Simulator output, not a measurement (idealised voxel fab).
Process module heading - voxel self aligned contacts
The width of the displayed cross-section, cut, is 190 nm; its cells are square, with a size of 5 nm.
We lay out every cross-section as a grid of square cells and spell it out in bands from the top down, where one band means one or more rows of cells.
Each band's line starts with the height of the band's top and of its bottom, in nm. Then come its materials from left to right, each with its width in nm. One material with "edge to edge" fills the band from edge to edge. "blank" is empty space.
Height reference: 0 = level under which incoming wafer is all one material. Lowest band: no bottom, runs on downward, e.g. "0 -> down".
A width such as "30->40" changes by the same amount from each row of cells to the next, from the band's top row to its bottom row.
Any step labelled "no alterations made" changed none of the cells in the cross-section.
"Internal closed voids" lists enclosed empty spaces (at least 8 cells, no open path upward to the top), each as width x height at distance from the left edge, in nm.
On each step's line, the part that comes after the settings is the simulator's own comment on the step.
overlay nm: how far to the right of its planned place the mask lay on this masked step (negative: to the left).

Below is the list of planned process steps
| 1 | RECEIVE [material Si] |
| 2 | OXIDIZE [depth nm 5] |
| 3 | DIRECTIONAL_DEP [material polySi] [thk nm 15] |
| 4 | DIRECTIONAL_DEP [material SiN] [thk nm 25] |
| 5 | PATTERN [tone cover] [mask id GATE] [material resist] [width nm 25] [pitch nm 60] [thk nm 20] [overlay nm 0] |
| 6 | DIRECTIONAL_ETCH [etch materials SiN] [depth nm 25] |
| 7 | DIRECTIONAL_ETCH [etch materials polySi] [depth nm 25] |
| 8 | STRIP [etch materials resist] |
| 9 | CONFORMAL_DEP [material SiN] [thk nm 10] |
| 10 | DIRECTIONAL_ETCH [etch materials SiN] [depth nm 10] |
| 11 | FILL_DEP [material SiO2] [thk nm 20] |
| 12 | CMP [height nm 60] |
| 13 | DIRECTIONAL_DEP [material aC] [thk nm 10] |
| 14 | PATTERN [tone open] [mask id CONTACT] [material resist] [width nm 45] [thk nm 25] [overlay nm 0] |
| 15 | DIRECTIONAL_ETCH [etch materials aC] [depth nm 10] |
| 16 | STRIP [etch materials resist] |
| 17 | DIRECTIONAL_ETCH [etch materials SiO2] [depth nm 65] |
| 18 | STRIP [etch materials aC] |
| 19 | CONFORMAL_DEP [material TiN] [thk nm 5] |
| 20 | FILL_DEP [material Ru] [thk nm 10] |
| 21 | CMP [height nm 60] |
| 22 | CONFORMAL_DEP [material SiCN] [thk nm 5] |
The plan shows the thk nm of step 3 as the first wafer had it; this setting differs between the wafers, which start out alike.

First of several wafers, received after step 1, in cross-section
> 0 -> down = Si edge to edge
> Internal closed voids: none

End of the module, past its last step, step 22: how the first of several wafers looks in cross-section
> 65 -> 60 = SiCN edge to edge
> 60 -> 45 = SiO2=70 | TiN=5 | Ru=35 | TiN=5 | SiO2=75
> 45 -> 40 = SiO2=70 | TiN=20 | Ru=5 | TiN=20 | SiO2=75
> 40 -> 15 = SiO2=40 | SiN=45 | TiN=5 | Ru=5 | TiN=5 | SiN=45 | SiO2=45
> 15 -> 0 = SiO2=40 | SiN=10 | polySi=25 | SiN=10 | TiN=5 | Ru=5 | TiN=5 | SiN=10 | polySi=25 | SiN=10 | SiO2=45
> 0 -> -5 = SiO2=85 | TiN=15 | SiO2=90
> -5 -> down = Si edge to edge
> Internal closed voids: none

The last wafer as seen in cross-section at the end of the module
> 65 -> 60 = SiCN edge to edge
> 60 -> 40 = SiO2=40 | SiN=45 | TiN=5 | Ru=5 | TiN=5 | SiN=45 | SiO2=45
> 40 -> 20 = SiO2=40 | SiN=10 | polySi=25 | SiN=10 | TiN=5 | Ru=5 | TiN=5 | SiN=10 | polySi=25 | SiN=10 | SiO2=45
> 20 -> 15 = SiO2=40 | SiN=10 | polySi=25 | SiN=10 | TiN=15 | SiN=10 | polySi=25 | SiN=10 | SiO2=45
> 15 -> 0 = polySi edge to edge
> 0 -> -5 = SiO2 edge to edge
> -5 -> down = Si edge to edge
> Internal closed voids: none

Tabulated below, wafer by wafer, are the end-of-module results: for each material, the number of cells gained (+) or lost (-) relative to the as-received state, followed by the closed voids
thk nm 15; +30 Ru; -38 Si; +38 SiCN; +114 SiN; +287 SiO2; +33 TiN; +30 polySi; Internal closed voids: none
thk nm 20; +24 Ru; -38 Si; +38 SiCN; +122 SiN; +275 SiO2; +33 TiN; +40 polySi; Internal closed voids: none
thk nm 25; +18 Ru; -38 Si; +38 SiCN; +130 SiN; +263 SiO2; +33 TiN; +50 polySi; Internal closed voids: none
thk nm 30; +10 Ru; -38 Si; +38 SiCN; +130 SiN; +237 SiO2; +29 TiN; +88 polySi; Internal closed voids: none
thk nm 35; +9 Ru; -38 Si; +38 SiCN; +130 SiN; +208 SiO2; +21 TiN; +126 polySi; Internal closed voids: none
thk nm 40; +8 Ru; -38 Si; +38 SiCN; +112 SiN; +191 SiO2; +19 TiN; +164 polySi; Internal closed voids: none
